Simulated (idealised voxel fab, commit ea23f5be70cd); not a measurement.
Herein follows the process module entitled voxel transistor to metal.
Cross-section cut: width 205 nm, square cells of 5 nm.
Reading order for cross-sections: top band down to bottom band. Underlying form: a grid of square cells. Band size: one or more rows of cells. In this notation a band is specified by the heights of its top and bottom, in that order and in nm, after which its materials appear from left to right, each paired with its width in nm. The word "edge to edge" attached to a single material means that material fills the band from edge to edge; the word "empty" stands for empty space. Note: height 0 marks the level under which the wafer is uniformly one material as received. Lowest band unbounded below, written "z 0 and below". The width entry "30->40" should be interpreted row by row: the top row of cells in the band takes the first number, the bottom row takes the second number, and the change between adjacent rows is uniform throughout. For the purposes of this document, the phrase "remains unaltered" attached to a step denotes that no cell within the cross-section was modified by that step. Listed in "Cavities, sealed": every empty space of 8 or more cells without an open way to the top. Form: width x height at distance, the distance being from the left edge, all in nm. On each step's line, the part that comes after the settings is the simulator's own comment on the step. The line of a step may include "overlay nm". On a step with a mask, this value is how far to the right of its planned place the mask lay. A negative value means the mask lay to the left.

These are the steps we planned for the process
1,RECEIVE: material Si
2,CONFORMAL_DEP: material SiO2, thk nm 5
3,CONFORMAL_DEP: material SiN, thk nm 15
4,MASKED_ETCH: tone cover, mask id ACTIVE, width nm 95, etch materials SiN, depth nm 15, overlay nm 0
5,MASKED_ETCH: tone cover, mask id ACTIVE, width nm 95, etch materials SiO2, depth nm 5, overlay nm 0
6,MASKED_ETCH: tone cover, mask id ACTIVE, width nm 95, etch materials Si, depth nm 25, overlay nm 0
7,FILL_DEP: material SiO2, thk nm 15
8,CMP: height nm 20
9,SELECTIVE_ETCH: etch materials SiO2, depth nm 10
10,STRIP: etch materials SiN
11,SELECTIVE_ETCH: etch materials SiO2, depth nm 5
12,OXIDIZE: depth nm 5
13,DIRECTIONAL_DEP: material polySi, thk nm 25
14,DIRECTIONAL_DEP: material SiCN, thk nm 15
15,PATTERN: tone cover, mask id GATE, material resist, width nm 25, thk nm 15, overlay nm 0
16,DIRECTIONAL_ETCH: etch materials SiCN, depth nm 25
17,DIRECTIONAL_ETCH: etch materials polySi, depth nm 35
18,STRIP: etch materials resist
19,CONFORMAL_DEP: material SiN, thk nm 10
20,DIRECTIONAL_ETCH: etch materials SiN, depth nm 10
21,DIRECTIONAL_ETCH: etch materials SiO2, depth nm 5
22,EPI: material SiGe, thk nm 5
23,FILL_DEP: material SiO2, thk nm 10
24,CMP: height nm 40
25,DIRECTIONAL_DEP: material SiO2, thk nm 10
26,PATTERN: tone open, mask id CONTACT, material resist, width nm 25, pitch nm 60, thk nm 15, overlay nm 0
27,DIRECTIONAL_ETCH: etch materials SiO2, depth nm 50
28,STRIP: etch materials resist
29,CONFORMAL_DEP: material TiN, thk nm 5
30,FILL_DEP: material Ru, thk nm 10
31,CMP: height nm 50
32,CONFORMAL_DEP: material SiN, thk nm 5
33,DIRECTIONAL_DEP: material SiO2, thk nm 15
34,MASKED_ETCH: tone open, mask id METAL_1, width nm 15, pitch nm 70, etch materials SiO2, depth nm 15, overlay nm 0
35,MASKED_ETCH: tone open, mask id METAL_1, width nm 15, pitch nm 70, etch materials SiN, depth nm 5, overlay nm 0
36,CONFORMAL_DEP: material TiN, thk nm 5
37,FILL_DEP: material W, thk nm 5
38,CMP: height nm 70
39,CONFORMAL_DEP: material SiCN, thk nm 5

As-received wafer cross-section (after step 1)
	z 0 and below  Si edge to edge
	Cavities, sealed: none

This is how the wafer looks in cross-section once the module is done, given the starting state and plan above and one mistake in carrying the plan out
	z 75 to 70  SiCN edge to edge
	z 70 to 55  60 of SiO2, 5 of TiN, 5 of W, 5 of TiN, 55 of SiO2, 5 of TiN, 5 of W, 5 of TiN, 60 of SiO2
	z 55 to 50  60 of SiN, 15 of TiN, 55 of SiN, 15 of TiN, 60 of SiN
	z 50 to 45  60 of SiO2, 5 of TiN, 15 of Ru, 5 of TiN, 35 of SiO2, 5 of TiN, 15 of Ru, 5 of TiN, 60 of SiO2
	z 45 to 40  60 of SiO2, 25 of TiN, 35 of SiO2, 25 of TiN, 60 of SiO2
	z 40 to 30  90 of SiCN, 10 of SiN, 5 of SiO2, 10 of SiN, 90 of SiCN
	z 30 to 25  50 of polySi, 40 of SiCN, 10 of SiN, 5 of SiO2, 10 of SiN, 40 of SiCN, 50 of polySi
	z 25 to 5  90 of polySi, 10 of SiN, 5 of SiO2, 10 of SiN, 90 of polySi
	z 5 to 0  50 of SiO2, 40 of polySi, 10 of SiN, 5 of SiO2, 10 of SiN, 40 of polySi, 50 of SiO2
	z 0 to -5  100 of SiO2, 5 of SiGe, 100 of SiO2
	z -5 to -25  55 of SiO2, 95 of Si, 55 of SiO2
	z -25 and below  Si edge to edge
	Cavities, sealed: none
Deviation noted in wafer processing: step 15 was not run as planned; what actually ran was PATTERN: tone open, mask id GATE, material resist, width nm 25, thk nm 15, overlay nm 0
